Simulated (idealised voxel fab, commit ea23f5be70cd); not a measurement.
The name of this process module is voxel self aligned vias.
Shown is cross-section cut, with a width of 170 nm and square cells of size 5 nm.
Think of the cross-section as a grid of square cells. We describe it in bands, top to bottom, and each band covers one or more rows of those cells. Basically the band line says how high the top is and how high the bottom is, in nm, and then what's in it from left to right, every material with its width in nm. Empty space shows up as "air", and if a single material carries "full width" it runs the full band edge to edge. Zero point of the height axis is 0; under it, received wafer = one material. Lowest band: continues down indefinitely, "0 down". Width spec "30..40" -> top row of cells at first value, bottom row at second value, equal per-row change in between. You'll sometimes find "all unchanged" written for a step, and that's the way of saying that nowhere in the cross-section did a cell change during that step. The label "Tabulated closed voids" introduces a list of the empty spaces, 8 cells or larger, that have no open way up to the top; each entry in it reads width x height at distance, where the distance is taken from the left edge and all three are stated in nm. Past the settings on a step's line: simulator remark, on that step. For masked steps, "overlay nm" on the step line gives how far right of plan the mask actually lay; a minus sign means it lay to the left.

-- Steps planned for the process
- 1: RECEIVE | material Si
- 2: CONFORMAL_DEP | material SiO2 | thk nm 15
- 3: CONFORMAL_DEP | material SiCN | thk nm 5
- 4: DIRECTIONAL_DEP | material SiO2 | thk nm 30
- 5: MASKED_ETCH | tone open | mask id LINES | width nm 30 | pitch nm 75 | etch materials SiO2 | depth nm 30 | overlay nm 0
- 6: CONFORMAL_DEP | material TiN | thk nm 5
- 7: FILL_DEP | material W | thk nm 5
- 8: CMP | height nm 50
- 9: SELECTIVE_ETCH | etch materials W Ru TiN | depth nm 10
- 10: FILL_DEP | material SiN | thk nm 5
- 11: CMP | height nm 50
- 12: DIRECTIONAL_DEP | material SiO2 | thk nm 20
- 13: PATTERN | tone open | mask id VIAS | material resist | width nm 50 | pitch nm 75 | thk nm 20 | overlay nm 0
- 14: DIRECTIONAL_ETCH | etch materials SiO2 | depth nm 20
- 15: DIRECTIONAL_ETCH | etch materials SiN | depth nm 10
- 16: STRIP | etch materials resist
- 17: CONFORMAL_DEP | material TiN | thk nm 5
- 18: FILL_DEP | material Cu | thk nm 5
- 19: CMP | height nm 70
- 20: CONFORMAL_DEP | material SiCN | thk nm 5

-- Delivered wafer in cross-section: state after step 1
> 0 down | Si full width
> Tabulated closed voids: none

-- Look at the cross-section after the module: the wafer started out the way shown above and the plan was the one shown above, yet one mistake was made along the way
> 75 to 70 | SiCN full width
> 70 to 50 | 20 SiO2  5 TiN  40 Cu  5 TiN  25 SiO2  5 TiN  40 Cu  5 TiN  25 SiO2
> 50 to 45 | 20 SiN  15 TiN  20 Cu  15 TiN  25 SiN  15 TiN  20 Cu  15 TiN  25 SiN
> 45 to 40 | 30 SiO2  30 TiN  45 SiO2  30 TiN  35 SiO2
> 40 to 25 | 30 SiO2  5 TiN  20 W  5 TiN  45 SiO2  5 TiN  20 W  5 TiN  35 SiO2
> 25 to 20 | 30 SiO2  30 TiN  45 SiO2  30 TiN  35 SiO2
> 20 to 15 | SiCN full width
> 15 to 0 | SiO2 full width
> 0 down | Si full width
> Tabulated closed voids: none
In executing the process, a mistake was made relative to the plan: step 4 changed vs plan, executed as DIRECTIONAL_DEP | material SiO2 | thk nm 25
